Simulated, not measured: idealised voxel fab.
Process module heading - voxel transistor to metal
The cross-section shown here is cut; it is 150 nm wide and divided into square cells measuring 5 nm on a side.
Think of the cross-section as a grid of square cells. We describe it in bands, top to bottom, and each band covers one or more rows of those cells.
This entry defines a band. It first specifies the height of the band's top and the height of its bottom in nm, and then specifies the band's materials from left to right, stating each material with its width in nm. The word "throughout" identifies a single material that fills the band from edge to edge, while the word "blank" identifies empty space.
The reference from which all heights are counted is 0, the level beneath which the as-received wafer is entirely one material; the lowest band, having no lower bound, proceeds downward and is written after the example "top 0, no bottom".
So if you see something like "30 to 40" for the width, read it as the top row of the band sitting at the first number and the bottom row at the second, with every row in between moving by the same amount as the last.
Reading "nothing got changed" for a step: not a cell of the cross-section changed in it.
The label "Cavities, closed" introduces a list of the empty spaces, 8 cells or larger, that have no open way up to the top; each entry in it reads width x height at distance, where the distance is taken from the left edge and all three are stated in nm.
Whatever follows a step's settings on its line is a remark the simulator itself makes about that step.
Steps that use a mask can have "overlay nm" on their line. It says how far the mask sat to the right of where it was meant to be. Negative means to the left.
**The process steps that were planned are listed below**
1. RECEIVE, material Si
2. OXIDIZE, depth nm 5
3. CONFORMAL_DEP, material SiN, thk nm 15
4. DIRECTIONAL_DEP, material aC, thk nm 15
5. PATTERN, tone cover, mask id ACTIVE, material resist, width nm 95, thk nm 30, overlay nm 0
6. DIRECTIONAL_ETCH, etch materials aC, depth nm 15
7. STRIP, etch materials resist
8. DIRECTIONAL_ETCH, etch materials SiN, depth nm 15
9. DIRECTIONAL_ETCH, etch materials SiO2, depth nm 5
10. DIRECTIONAL_ETCH, etch materials Si, depth nm 35
11. STRIP, etch materials aC
12. OXIDIZE, depth nm 5
13. FILL_DEP, material SiO2, thk nm 5
14. CMP, height nm 15
15. SELECTIVE_ETCH, etch materials SiO2, depth nm 5
16. STRIP, etch materials SiN
17. SELECTIVE_ETCH, etch materials SiO2, depth nm 5
18. OXIDIZE, depth nm 5
19. DIRECTIONAL_DEP, material polySi, thk nm 25
20. DIRECTIONAL_DEP, material SiCN, thk nm 15
21. DIRECTIONAL_DEP, material aC, thk nm 10
22. PATTERN, tone cover, mask id GATE, material resist, width nm 15, thk nm 30, overlay nm 0
23. DIRECTIONAL_ETCH, etch materials aC, depth nm 10
24. STRIP, etch materials resist
25. DIRECTIONAL_ETCH, etch materials SiCN, depth nm 25
26. DIRECTIONAL_ETCH, etch materials polySi, depth nm 35
27. STRIP, etch materials aC
28. CONFORMAL_DEP, material SiO2, thk nm 5
29. DIRECTIONAL_ETCH, etch materials SiO2, depth nm 5
30. CONFORMAL_DEP, material SiN, thk nm 10
31. DIRECTIONAL_ETCH, etch materials SiN, depth nm 10
32. DIRECTIONAL_ETCH, etch materials SiO2, depth nm 5
33. EPI, material SiGe, thk nm 5
34. FILL_DEP, material SiO2, thk nm 10
35. CMP, height nm 35
36. DIRECTIONAL_DEP, material SiO2, thk nm 15
37. MASKED_ETCH, tone open, mask id CONTACT, width nm 30, pitch nm 55, etch materials SiO2, depth nm 55, overlay nm 0
38. CONFORMAL_DEP, material TiN, thk nm 5
39. FILL_DEP, material W, thk nm 5
40. CMP, height nm 50
41. CONFORMAL_DEP, material SiN, thk nm 5
42. DIRECTIONAL_DEP, material lowk, thk nm 15
43. MASKED_ETCH, tone open, mask id METAL_1, width nm 15, pitch nm 70, etch materials lowk, depth nm 15, overlay nm 0
44. MASKED_ETCH, tone open, mask id METAL_1, width nm 15, pitch nm 70, etch materials SiN, depth nm 5, overlay nm 0
45. CONFORMAL_DEP, material TiN, thk nm 5
46. FILL_DEP, material Cu, thk nm 5
47. CMP, height nm 70
48. CONFORMAL_DEP, material SiCN, thk nm 5
**What follows covers the first of two wafers; it ran as planned**
**Wafer as received: cross-section following step 1**
	top 0, no bottom = Si throughout
	Cavities, closed: none
**Once step 2 is through, the wafer looks like this in cross-section**
	top 0, bottom -5 = SiO2 throughout
	Whatever lies below -5 is exactly as it was before.
**Once step 3 is through, the wafer looks like this in cross-section**
	top 15, bottom 0 = SiN throughout
	Whatever lies below 0 is exactly as it was before.
**Once step 4 is through, the wafer looks like this in cross-section**
	top 30, bottom 15 = aC throughout
	Whatever lies below 15 is exactly as it was before.
**Once step 5 is through, the wafer looks like this in cross-section**
	top 60, bottom 30 = 25 blank  95 resist  30 blank
	Whatever lies below 30 is exactly as it was before.
**Once step 6 is through, the wafer looks like this in cross-section**
	top 45, bottom 30 = 25 blank  95 resist  30 blank
	top 30, bottom 15 = 25 blank  95 aC  30 blank
	Whatever lies below 15 is exactly as it was before.
**Once step 7 is through, the wafer looks like this in cross-section**
	top 30, bottom 15 = 25 blank  95 aC  30 blank
	Whatever lies below 15 is exactly as it was before.
**Once step 8 is through, the wafer looks like this in cross-section**
	top 30, bottom 15 = 25 blank  95 aC  30 blank
	top 15, bottom 0 = 25 blank  95 SiN  30 blank
	Whatever lies below 0 is exactly as it was before.
**Once step 9 is through, the wafer looks like this in cross-section**
	top 30, bottom 15 = 25 blank  95 aC  30 blank
	top 15, bottom 0 = 25 blank  95 SiN  30 blank
	top 0, bottom -5 = 25 blank  95 SiO2  30 blank
	Whatever lies below -5 is exactly as it was before.
**Once step 10 is through, the wafer looks like this in cross-section**
	top 30, bottom 15 = 25 blank  95 aC  30 blank
	top 15, bottom 0 = 25 blank  95 SiN  30 blank
	top 0, bottom -5 = 25 blank  95 SiO2  30 blank
	top -5, bottom -40 = 25 blank  95 Si  30 blank
	Whatever lies below -40 is exactly as it was before.
**Once step 11 is through, the wafer looks like this in cross-section**
	top 15, bottom 0 = 25 blank  95 SiN  30 blank
	Whatever lies below 0 is exactly as it was before.
**Once step 12 is through, the wafer looks like this in cross-section**
	top 15, bottom 0 = 25 blank  95 SiN  30 blank
	top 0, bottom -5 = 25 blank  95 SiO2  30 blank
	top -5, bottom -40 = 25 blank  5 SiO2  85 Si  5 SiO2  30 blank
	top -40, bottom -45 = 30 SiO2  85 Si  35 SiO2
	Whatever lies below -45 is exactly as it was before.
**Once step 13 is through, the wafer looks like this in cross-section**
	top 20, bottom 15 = SiO2 throughout
	top 15, bottom 0 = 25 SiO2  95 SiN  30 SiO2
	top 0, bottom -5 = SiO2 throughout
	top -5, bottom -45 = 30 SiO2  85 Si  35 SiO2
	Whatever lies below -45 is exactly as it was before.
**Once step 14 is through, the wafer looks like this in cross-section**
	top 15, bottom 0 = 25 SiO2  95 SiN  30 SiO2
	Whatever lies below 0 is exactly as it was before.
**Once step 15 is through, the wafer looks like this in cross-section**
	top 15, bottom 10 = 25 blank  95 SiN  30 blank
	Whatever lies below 10 is exactly as it was before.
**Once step 16 is through, the wafer looks like this in cross-section**
	top 10, bottom 0 = 25 SiO2  95 blank  30 SiO2
	Whatever lies below 0 is exactly as it was before.
**Once step 17 is through, the wafer looks like this in cross-section**
	top 5, bottom -5 = 20 SiO2  105 blank  25 SiO2
	Whatever lies below -5 is exactly as it was before.
**Once step 18 is through, the wafer looks like this in cross-section**
	top 5, bottom -5 = 20 SiO2  105 blank  25 SiO2
	top -5, bottom -10 = SiO2 throughout
	Whatever lies below -10 is exactly as it was before.
**Once step 19 is through, the wafer looks like this in cross-section**
	top 30, bottom 20 = 20 polySi  105 blank  25 polySi
	top 20, bottom 5 = polySi throughout
	top 5, bottom -5 = 20 SiO2  105 polySi  25 SiO2
	Whatever lies below -5 is exactly as it was before.
**Once step 20 is through, the wafer looks like this in cross-section**
	top 45, bottom 35 = 20 SiCN  105 blank  25 SiCN
	top 35, bottom 30 = SiCN throughout
	top 30, bottom 20 = 20 polySi  105 SiCN  25 polySi
	Whatever lies below 20 is exactly as it was before.
**Once step 21 is through, the wafer looks like this in cross-section**
	top 55, bottom 45 = 20 aC  105 blank  25 aC
	top 45, bottom 35 = 20 SiCN  105 aC  25 SiCN
	Whatever lies below 35 is exactly as it was before.
**Once step 22 is through, the wafer looks like this in cross-section**
	top 85, bottom 55 = 65 blank  15 resist  70 blank
	top 55, bottom 45 = 20 aC  45 blank  15 resist  45 blank  25 aC
	Whatever lies below 45 is exactly as it was before.
**Once step 23 is through, the wafer looks like this in cross-section**
	top 75, bottom 45 = 65 blank  15 resist  70 blank
	top 45, bottom 35 = 20 SiCN  45 blank  15 aC  45 blank  25 SiCN
	Whatever lies below 35 is exactly as it was before.
**Once step 24 is through, the wafer looks like this in cross-section**
	top 45, bottom 35 = 20 SiCN  45 blank  15 aC  45 blank  25 SiCN
	Whatever lies below 35 is exactly as it was before.
**Once step 25 is through, the wafer looks like this in cross-section**
	top 45, bottom 35 = 65 blank  15 aC  70 blank
	top 35, bottom 30 = 65 blank  15 SiCN  70 blank
	top 30, bottom 20 = 20 polySi  45 blank  15 SiCN  45 blank  25 polySi
	Whatever lies below 20 is exactly as it was before.
**Once step 26 is through, the wafer looks like this in cross-section**
	top 45, bottom 35 = 65 blank  15 aC  70 blank
	top 35, bottom 20 = 65 blank  15 SiCN  70 blank
	top 20, bottom 5 = 65 blank  15 polySi  70 blank
	top 5, bottom -5 = 20 SiO2  45 blank  15 polySi  45 blank  25 SiO2
	Whatever lies below -5 is exactly as it was before.
**Once step 27 is through, the wafer looks like this in cross-section**
	top 35, bottom 20 = 65 blank  15 SiCN  70 blank
	Whatever lies below 20 is exactly as it was before.
**Once step 28 is through, the wafer looks like this in cross-section**
	top 40, bottom 35 = 60 blank  25 SiO2  65 blank
	top 35, bottom 20 = 60 blank  5 SiO2  15 SiCN  5 SiO2  65 blank
	top 20, bottom 10 = 60 blank  5 SiO2  15 polySi  5 SiO2  65 blank
	top 10, bottom 0 = 25 SiO2  35 blank  5 SiO2  15 polySi  5 SiO2  35 blank  30 SiO2
	top 0, bottom -5 = 65 SiO2  15 polySi  70 SiO2
	Whatever lies below -5 is exactly as it was before.
**Once step 29 is through, the wafer looks like this in cross-section**
	top 35, bottom 20 = 60 blank  5 SiO2  15 SiCN  5 SiO2  65 blank
	top 20, bottom 5 = 60 blank  5 SiO2  15 polySi  5 SiO2  65 blank
	top 5, bottom -5 = 25 SiO2  35 blank  5 SiO2  15 polySi  5 SiO2  35 blank  30 SiO2
	Whatever lies below -5 is exactly as it was before.
**Once step 30 is through, the wafer looks like this in cross-section**
	top 45, bottom 35 = 50 blank  45 SiN  55 blank
	top 35, bottom 20 = 50 blank  10 SiN  5 SiO2  15 SiCN  5 SiO2  10 SiN  55 blank
	top 20, bottom 15 = 50 blank  10 SiN  5 SiO2  15 polySi  5 SiO2  10 SiN  55 blank
	top 15, bottom 5 = 35 SiN  15 blank  10 SiN  5 SiO2  15 polySi  5 SiO2  10 SiN  15 blank  40 SiN
	top 5, bottom -5 = 25 SiO2  35 SiN  5 SiO2  15 polySi  5 SiO2  35 SiN  30 SiO2
	Whatever lies below -5 is exactly as it was before.
**Once step 31 is through, the wafer looks like this in cross-section**
	top 35, bottom 20 = 50 blank  10 SiN  5 SiO2  15 SiCN  5 SiO2  10 SiN  55 blank
	top 20, bottom 5 = 50 blank  10 SiN  5 SiO2  15 polySi  5 SiO2  10 SiN  55 blank
	top 5, bottom -5 = 25 SiO2  10 SiN  15 blank  10 SiN  5 SiO2  15 polySi  5 SiO2  10 SiN  15 blank  10 SiN  30 SiO2
	Whatever lies below -5 is exactly as it was before.
**Once step 32 is through, the wafer looks like this in cross-section**
	top 35, bottom 30 = 50 blank  10 SiN  5 blank  15 SiCN  5 blank  10 SiN  55 blank
	top 30, bottom 20 = 50 blank  10 SiN  5 SiO2  15 SiCN  5 SiO2  10 SiN  55 blank
	top 20, bottom 5 = 50 blank  10 SiN  5 SiO2  15 polySi  5 SiO2  10 SiN  55 blank
	top 5, bottom 0 = 25 blank  10 SiN  15 blank  10 SiN  5 SiO2  15 polySi  5 SiO2  10 SiN  15 blank  10 SiN  30 blank
	top 0, bottom -5 = 25 SiO2  10 SiN  15 blank  10 SiN  5 SiO2  15 polySi  5 SiO2  10 SiN  15 blank  10 SiN  30 SiO2
	top -5, bottom -10 = 35 SiO2  15 blank  45 SiO2  15 blank  40 SiO2
	Whatever lies below -10 is exactly as it was before.
**Once step 33 is through, the wafer looks like this in cross-section**
	top 35, bottom 30 = 50 blank  10 SiN  5 blank  15 SiCN  5 blank  10 SiN  55 blank
	top 30, bottom 20 = 50 blank  10 SiN  5 SiO2  15 SiCN  5 SiO2  10 SiN  55 blank
	top 20, bottom 5 = 50 blank  10 SiN  5 SiO2  15 polySi  5 SiO2  10 SiN  55 blank
	top 5, bottom 0 = 25 blank  10 SiN  15 blank  10 SiN  5 SiO2  15 polySi  5 SiO2  10 SiN  15 blank  10 SiN  30 blank
	top 0, bottom -5 = 25 SiO2  10 SiN  15 blank  10 SiN  5 SiO2  15 polySi  5 SiO2  10 SiN  15 blank  10 SiN  30 SiO2
	top -5, bottom -10 = 35 SiO2  15 SiGe  45 SiO2  15 SiGe  40 SiO2
	Whatever lies below -10 is exactly as it was before.
**Once step 34 is through, the wafer looks like this in cross-section**
	top 45, bottom 35 = SiO2 throughout
	top 35, bottom 20 = 50 SiO2  10 SiN  5 SiO2  15 SiCN  5 SiO2  10 SiN  55 SiO2
	top 20, bottom 5 = 50 SiO2  10 SiN  5 SiO2  15 polySi  5 SiO2  10 SiN  55 SiO2
	top 5, bottom -5 = 25 SiO2  10 SiN  15 SiO2  10 SiN  5 SiO2  15 polySi  5 SiO2  10 SiN  15 SiO2  10 SiN  30 SiO2
	Whatever lies below -5 is exactly as it was before.
**Once step 35 is through, the wafer looks like this in cross-section**
	top 35, bottom 20 = 50 SiO2  10 SiN  5 SiO2  15 SiCN  5 SiO2  10 SiN  55 SiO2
	Whatever lies below 20 is exactly as it was before.
**Once step 36 is through, the wafer looks like this in cross-section**
	top 50, bottom 35 = SiO2 throughout
	Whatever lies below 35 is exactly as it was before.
**Once step 37 is through, the wafer looks like this in cross-section**
	top 50, bottom 35 = 30 SiO2  30 blank  25 SiO2  30 blank  35 SiO2
	top 35, bottom 20 = 30 SiO2  20 blank  10 SiN  5 SiO2  15 SiCN  5 SiO2  10 SiN  20 blank  35 SiO2
	top 20, bottom 5 = 30 SiO2  20 blank  10 SiN  5 SiO2  15 polySi  5 SiO2  10 SiN  20 blank  35 SiO2
	top 5, bottom -5 = 25 SiO2  10 SiN  15 blank  10 SiN  5 SiO2  15 polySi  5 SiO2  10 SiN  15 blank  10 SiN  30 SiO2
	Whatever lies below -5 is exactly as it was before.
**Once step 38 is through, the wafer looks like this in cross-section**
	top 55, bottom 50 = 35 TiN  20 blank  35 TiN  20 blank  40 TiN
	top 50, bottom 40 = 30 SiO2  5 TiN  20 blank  5 TiN  25 SiO2  5 TiN  20 blank  5 TiN  35 SiO2
	top 40, bottom 35 = 30 SiO2  5 TiN  10 blank  15 TiN  25 SiO2  15 TiN  10 blank  5 TiN  35 SiO2
	top 35, bottom 20 = 30 SiO2  5 TiN  10 blank  5 TiN  10 SiN  5 SiO2  15 SiCN  5 SiO2  10 SiN  5 TiN  10 blank  5 TiN  35 SiO2
	top 20, bottom 10 = 30 SiO2  5 TiN  10 blank  5 TiN  10 SiN  5 SiO2  15 polySi  5 SiO2  10 SiN  5 TiN  10 blank  5 TiN  35 SiO2
	top 10, bottom 5 = 30 SiO2  10 TiN  5 blank  5 TiN  10 SiN  5 SiO2  15 polySi  5 SiO2  10 SiN  5 TiN  5 blank  10 TiN  35 SiO2
	top 5, bottom 0 = 25 SiO2  10 SiN  5 TiN  5 blank  5 TiN  10 SiN  5 SiO2  15 polySi  5 SiO2  10 SiN  5 TiN  5 blank  5 TiN  10 SiN  30 SiO2
	top 0, bottom -5 = 25 SiO2  10 SiN  15 TiN  10 SiN  5 SiO2  15 polySi  5 SiO2  10 SiN  15 TiN  10 SiN  30 SiO2
	Whatever lies below -5 is exactly as it was before.
**Once step 39 is through, the wafer looks like this in cross-section**
	top 60, bottom 55 = W throughout
	top 55, bottom 50 = 35 TiN  20 W  35 TiN  20 W  40 TiN
	top 50, bottom 40 = 30 SiO2  5 TiN  20 W  5 TiN  25 SiO2  5 TiN  20 W  5 TiN  35 SiO2
	top 40, bottom 35 = 30 SiO2  5 TiN  10 W  15 TiN  25 SiO2  15 TiN  10 W  5 TiN  35 SiO2
	top 35, bottom 20 = 30 SiO2  5 TiN  10 W  5 TiN  10 SiN  5 SiO2  15 SiCN  5 SiO2  10 SiN  5 TiN  10 W  5 TiN  35 SiO2
	top 20, bottom 10 = 30 SiO2  5 TiN  10 W  5 TiN  10 SiN  5 SiO2  15 polySi  5 SiO2  10 SiN  5 TiN  10 W  5 TiN  35 SiO2
	top 10, bottom 5 = 30 SiO2  10 TiN  5 W  5 TiN  10 SiN  5 SiO2  15 polySi  5 SiO2  10 SiN  5 TiN  5 W  10 TiN  35 SiO2
	top 5, bottom 0 = 25 SiO2  10 SiN  5 TiN  5 W  5 TiN  10 SiN  5 SiO2  15 polySi  5 SiO2  10 SiN  5 TiN  5 W  5 TiN  10 SiN  30 SiO2
	Whatever lies below 0 is exactly as it was before.
**Once step 40 is through, the wafer looks like this in cross-section**
	top 50, bottom 40 = 30 SiO2  5 TiN  20 W  5 TiN  25 SiO2  5 TiN  20 W  5 TiN  35 SiO2
	Whatever lies below 40 is exactly as it was before.
**Once step 41 is through, the wafer looks like this in cross-section**
	top 55, bottom 50 = SiN throughout
	Whatever lies below 50 is exactly as it was before.
**Once step 42 is through, the wafer looks like this in cross-section**
	top 70, bottom 55 = lowk throughout
	Whatever lies below 55 is exactly as it was before.
**Once step 43 is through, the wafer looks like this in cross-section**
	top 70, bottom 55 = 30 lowk  15 blank  55 lowk  15 blank  35 lowk
	Whatever lies below 55 is exactly as it was before.
**Once step 44 is through, the wafer looks like this in cross-section**
	top 70, bottom 55 = 30 lowk  15 blank  55 lowk  15 blank  35 lowk
	top 55, bottom 50 = 30 SiN  15 blank  55 SiN  15 blank  35 SiN
	Whatever lies below 50 is exactly as it was before.
**Once step 45 is through, the wafer looks like this in cross-section**
	top 75, bottom 70 = 35 TiN  5 blank  65 TiN  5 blank  40 TiN
	top 70, bottom 55 = 30 lowk  5 TiN  5 blank  5 TiN  55 lowk  5 TiN  5 blank  5 TiN  35 lowk
	top 55, bottom 50 = 30 SiN  15 TiN  55 SiN  15 TiN  35 SiN
	Whatever lies below 50 is exactly as it was before.
**Once step 46 is through, the wafer looks like this in cross-section**
	top 80, bottom 75 = Cu throughout
	top 75, bottom 70 = 35 TiN  5 Cu  65 TiN  5 Cu  40 TiN
	top 70, bottom 55 = 30 lowk  5 TiN  5 Cu  5 TiN  55 lowk  5 TiN  5 Cu  5 TiN  35 lowk
	Whatever lies below 55 is exactly as it was before.
**Once step 47 is through, the wafer looks like this in cross-section**
	top 70, bottom 55 = 30 lowk  5 TiN  5 Cu  5 TiN  55 lowk  5 TiN  5 Cu  5 TiN  35 lowk
	Whatever lies below 55 is exactly as it was before.
**Once step 48 is through, the wafer looks like this in cross-section**
	top 75, bottom 70 = SiCN throughout
	Whatever lies below 70 is exactly as it was before.
**It is to be noted that the second wafer proceeded from the same initial state and according to the same plan as the first, although one mistake was committed in its execution; through step 19, inclusive, the two wafers share an identical history**
**Cross-section: second wafer, time at which step 20 was scheduled to end**
	top 60, bottom 50 = 20 SiCN  105 blank  25 SiCN
	top 50, bottom 30 = SiCN throughout
	top 30, bottom 20 = 20 polySi  105 SiCN  25 polySi
	Whatever lies below 20 is exactly as it was before.
**Cross-section: second wafer, time at which step 21 was scheduled to end**
	top 70, bottom 60 = 20 aC  105 blank  25 aC
	top 60, bottom 50 = 20 SiCN  105 aC  25 SiCN
	Whatever lies below 50 is exactly as it was before.
**Cross-section: second wafer, time at which step 22 was scheduled to end**
	top 100, bottom 70 = 65 blank  15 resist  70 blank
	top 70, bottom 60 = 20 aC  45 blank  15 resist  45 blank  25 aC
	Whatever lies below 60 is exactly as it was before.
**Cross-section: second wafer, time at which step 23 was scheduled to end**
	top 90, bottom 60 = 65 blank  15 resist  70 blank
	top 60, bottom 50 = 20 SiCN  45 blank  15 aC  45 blank  25 SiCN
	Whatever lies below 50 is exactly as it was before.
**Cross-section: second wafer, time at which step 24 was scheduled to end**
	top 60, bottom 50 = 20 SiCN  45 blank  15 aC  45 blank  25 SiCN
	Whatever lies below 50 is exactly as it was before.
**Cross-section: second wafer, time at which step 25 was scheduled to end**
	top 60, bottom 50 = 65 blank  15 aC  70 blank
	top 50, bottom 35 = 65 blank  15 SiCN  70 blank
	top 35, bottom 30 = 20 SiCN  45 blank  15 SiCN  45 blank  25 SiCN
	top 30, bottom 25 = 20 polySi  45 blank  15 SiCN  45 blank  25 polySi
	Whatever lies below 25 is exactly as it was before.
Cross-section: second wafer, time at which step 26 was scheduled to end: nothing got changed
**Cross-section: second wafer, time at which step 27 was scheduled to end**
	top 50, bottom 35 = 65 blank  15 SiCN  70 blank
	Whatever lies below 35 is exactly as it was before.
**Cross-section: second wafer, time at which step 28 was scheduled to end**
	top 55, bottom 50 = 60 blank  25 SiO2  65 blank
	top 50, bottom 40 = 60 blank  5 SiO2  15 SiCN  5 SiO2  65 blank
	top 40, bottom 35 = 25 SiO2  35 blank  5 SiO2  15 SiCN  5 SiO2  35 blank  30 SiO2
	top 35, bottom 30 = 20 SiCN  5 SiO2  35 blank  5 SiO2  15 SiCN  5 SiO2  35 blank  5 SiO2  25 SiCN
	top 30, bottom 25 = 20 polySi  45 SiO2  15 SiCN  45 SiO2  25 polySi
	Whatever lies below 25 is exactly as it was before.
**Cross-section: second wafer, time at which step 29 was scheduled to end**
	top 50, bottom 35 = 60 blank  5 SiO2  15 SiCN  5 SiO2  65 blank
	top 35, bottom 30 = 20 SiCN  5 SiO2  35 blank  5 SiO2  15 SiCN  5 SiO2  35 blank  5 SiO2  25 SiCN
	top 30, bottom 25 = 20 polySi  5 SiO2  35 blank  5 SiO2  15 SiCN  5 SiO2  35 blank  5 SiO2  25 polySi
	Whatever lies below 25 is exactly as it was before.
**Cross-section: second wafer, time at which step 30 was scheduled to end**
	top 60, bottom 50 = 50 blank  45 SiN  55 blank
	top 50, bottom 45 = 50 blank  10 SiN  5 SiO2  15 SiCN  5 SiO2  10 SiN  55 blank
	top 45, bottom 35 = 35 SiN  15 blank  10 SiN  5 SiO2  15 SiCN  5 SiO2  10 SiN  15 blank  40 SiN
	top 35, bottom 30 = 20 SiCN  5 SiO2  35 SiN  5 SiO2  15 SiCN  5 SiO2  35 SiN  5 SiO2  25 SiCN
	top 30, bottom 25 = 20 polySi  5 SiO2  35 SiN  5 SiO2  15 SiCN  5 SiO2  35 SiN  5 SiO2  25 polySi
	Whatever lies below 25 is exactly as it was before.
**Cross-section: second wafer, time at which step 31 was scheduled to end**
	top 50, bottom 35 = 50 blank  10 SiN  5 SiO2  15 SiCN  5 SiO2  10 SiN  55 blank
	top 35, bottom 30 = 20 SiCN  5 SiO2  10 SiN  15 blank  10 SiN  5 SiO2  15 SiCN  5 SiO2  10 SiN  15 blank  10 SiN  5 SiO2  25 SiCN
	top 30, bottom 25 = 20 polySi  5 SiO2  10 SiN  15 blank  10 SiN  5 SiO2  15 SiCN  5 SiO2  10 SiN  15 blank  10 SiN  5 SiO2  25 polySi
	Whatever lies below 25 is exactly as it was before.
**Cross-section: second wafer, time at which step 32 was scheduled to end**
	top 50, bottom 45 = 50 blank  10 SiN  5 blank  15 SiCN  5 blank  10 SiN  55 blank
	top 45, bottom 35 = 50 blank  10 SiN  5 SiO2  15 SiCN  5 SiO2  10 SiN  55 blank
	top 35, bottom 30 = 20 SiCN  5 blank  10 SiN  15 blank  10 SiN  5 SiO2  15 SiCN  5 SiO2  10 SiN  15 blank  10 SiN  5 blank  25 SiCN
	Whatever lies below 30 is exactly as it was before.
Cross-section: second wafer, time at which step 33 was scheduled to end: nothing got changed
**Cross-section: second wafer, time at which step 34 was scheduled to end**
	top 60, bottom 50 = SiO2 throughout
	top 50, bottom 35 = 50 SiO2  10 SiN  5 SiO2  15 SiCN  5 SiO2  10 SiN  55 SiO2
	top 35, bottom 30 = 20 SiCN  5 SiO2  10 SiN  15 SiO2  10 SiN  5 SiO2  15 SiCN  5 SiO2  10 SiN  15 SiO2  10 SiN  5 SiO2  25 SiCN
	top 30, bottom 25 = 20 polySi  5 SiO2  10 SiN  15 SiO2  10 SiN  5 SiO2  15 SiCN  5 SiO2  10 SiN  15 SiO2  10 SiN  5 SiO2  25 polySi
	Whatever lies below 25 is exactly as it was before.
**Cross-section: second wafer, time at which step 35 was scheduled to end**
	top 35, bottom 30 = 20 SiCN  5 SiO2  10 SiN  15 SiO2  10 SiN  5 SiO2  15 SiCN  5 SiO2  10 SiN  15 SiO2  10 SiN  5 SiO2  25 SiCN
	Whatever lies below 30 is exactly as it was before.
**Cross-section: second wafer, time at which step 36 was scheduled to end**
	top 50, bottom 35 = SiO2 throughout
	Whatever lies below 35 is exactly as it was before.
**Cross-section: second wafer, time at which step 37 was scheduled to end**
	top 50, bottom 35 = 30 SiO2  30 blank  25 SiO2  30 blank  35 SiO2
	top 35, bottom 30 = 20 SiCN  5 SiO2  10 SiN  15 blank  10 SiN  5 SiO2  15 SiCN  5 SiO2  10 SiN  15 blank  10 SiN  5 SiO2  25 SiCN
	top 30, bottom 25 = 20 polySi  5 SiO2  10 SiN  15 blank  10 SiN  5 SiO2  15 SiCN  5 SiO2  10 SiN  15 blank  10 SiN  5 SiO2  25 polySi
	Whatever lies below 25 is exactly as it was before.
**Cross-section: second wafer, time at which step 38 was scheduled to end**
	top 55, bottom 50 = 35 TiN  20 blank  35 TiN  20 blank  40 TiN
	top 50, bottom 40 = 30 SiO2  5 TiN  20 blank  5 TiN  25 SiO2  5 TiN  20 blank  5 TiN  35 SiO2
	top 40, bottom 35 = 30 SiO2  10 TiN  5 blank  15 TiN  25 SiO2  15 TiN  5 blank  10 TiN  35 SiO2
	top 35, bottom 30 = 20 SiCN  5 SiO2  10 SiN  5 TiN  5 blank  5 TiN  10 SiN  5 SiO2  15 SiCN  5 SiO2  10 SiN  5 TiN  5 blank  5 TiN  10 SiN  5 SiO2  25 SiCN
	top 30, bottom 25 = 20 polySi  5 SiO2  10 SiN  15 TiN  10 SiN  5 SiO2  15 SiCN  5 SiO2  10 SiN  15 TiN  10 SiN  5 SiO2  25 polySi
	Whatever lies below 25 is exactly as it was before.
**Cross-section: second wafer, time at which step 39 was scheduled to end**
	top 60, bottom 55 = W throughout
	top 55, bottom 50 = 35 TiN  20 W  35 TiN  20 W  40 TiN
	top 50, bottom 40 = 30 SiO2  5 TiN  20 W  5 TiN  25 SiO2  5 TiN  20 W  5 TiN  35 SiO2
	top 40, bottom 35 = 30 SiO2  10 TiN  5 W  15 TiN  25 SiO2  15 TiN  5 W  10 TiN  35 SiO2
	top 35, bottom 30 = 20 SiCN  5 SiO2  10 SiN  5 TiN  5 W  5 TiN  10 SiN  5 SiO2  15 SiCN  5 SiO2  10 SiN  5 TiN  5 W  5 TiN  10 SiN  5 SiO2  25 SiCN
	Whatever lies below 30 is exactly as it was before.
**Cross-section: second wafer, time at which step 40 was scheduled to end**
	top 50, bottom 40 = 30 SiO2  5 TiN  20 W  5 TiN  25 SiO2  5 TiN  20 W  5 TiN  35 SiO2
	Whatever lies below 40 is exactly as it was before.
**Cross-section: second wafer, time at which step 41 was scheduled to end**
	top 55, bottom 50 = SiN throughout
	Whatever lies below 50 is exactly as it was before.
**Cross-section: second wafer, time at which step 42 was scheduled to end**
	top 70, bottom 55 = lowk throughout
	Whatever lies below 55 is exactly as it was before.
**Cross-section: second wafer, time at which step 43 was scheduled to end**
	top 70, bottom 55 = 30 lowk  15 blank  55 lowk  15 blank  35 lowk
	Whatever lies below 55 is exactly as it was before.
**Cross-section: second wafer, time at which step 44 was scheduled to end**
	top 70, bottom 55 = 30 lowk  15 blank  55 lowk  15 blank  35 lowk
	top 55, bottom 50 = 30 SiN  15 blank  55 SiN  15 blank  35 SiN
	Whatever lies below 50 is exactly as it was before.
**Cross-section: second wafer, time at which step 45 was scheduled to end**
	top 75, bottom 70 = 35 TiN  5 blank  65 TiN  5 blank  40 TiN
	top 70, bottom 55 = 30 lowk  5 TiN  5 blank  5 TiN  55 lowk  5 TiN  5 blank  5 TiN  35 lowk
	top 55, bottom 50 = 30 SiN  15 TiN  55 SiN  15 TiN  35 SiN
	Whatever lies below 50 is exactly as it was before.
**Cross-section: second wafer, time at which step 46 was scheduled to end**
	top 80, bottom 75 = Cu throughout
	top 75, bottom 70 = 35 TiN  5 Cu  65 TiN  5 Cu  40 TiN
	top 70, bottom 55 = 30 lowk  5 TiN  5 Cu  5 TiN  55 lowk  5 TiN  5 Cu  5 TiN  35 lowk
	Whatever lies below 55 is exactly as it was before.
**Cross-section: second wafer, time at which step 47 was scheduled to end**
	top 70, bottom 55 = 30 lowk  5 TiN  5 Cu  5 TiN  55 lowk  5 TiN  5 Cu  5 TiN  35 lowk
	Whatever lies below 55 is exactly as it was before.
**Cross-section: second wafer, time at which step 48 was scheduled to end**
	top 75, bottom 70 = SiCN throughout
	Whatever lies below 70 is exactly as it was before.
In executing the process, a mistake was made relative to the plan: step 20 was run twice
It is noted that, at the conclusion of processing, the second wafer exhibits a higher or lower cell count for certain materials relative to the first: SiCN +27, SiGe -6, SiN -24, SiO2 -84, TiN -24, W -24, polySi +135
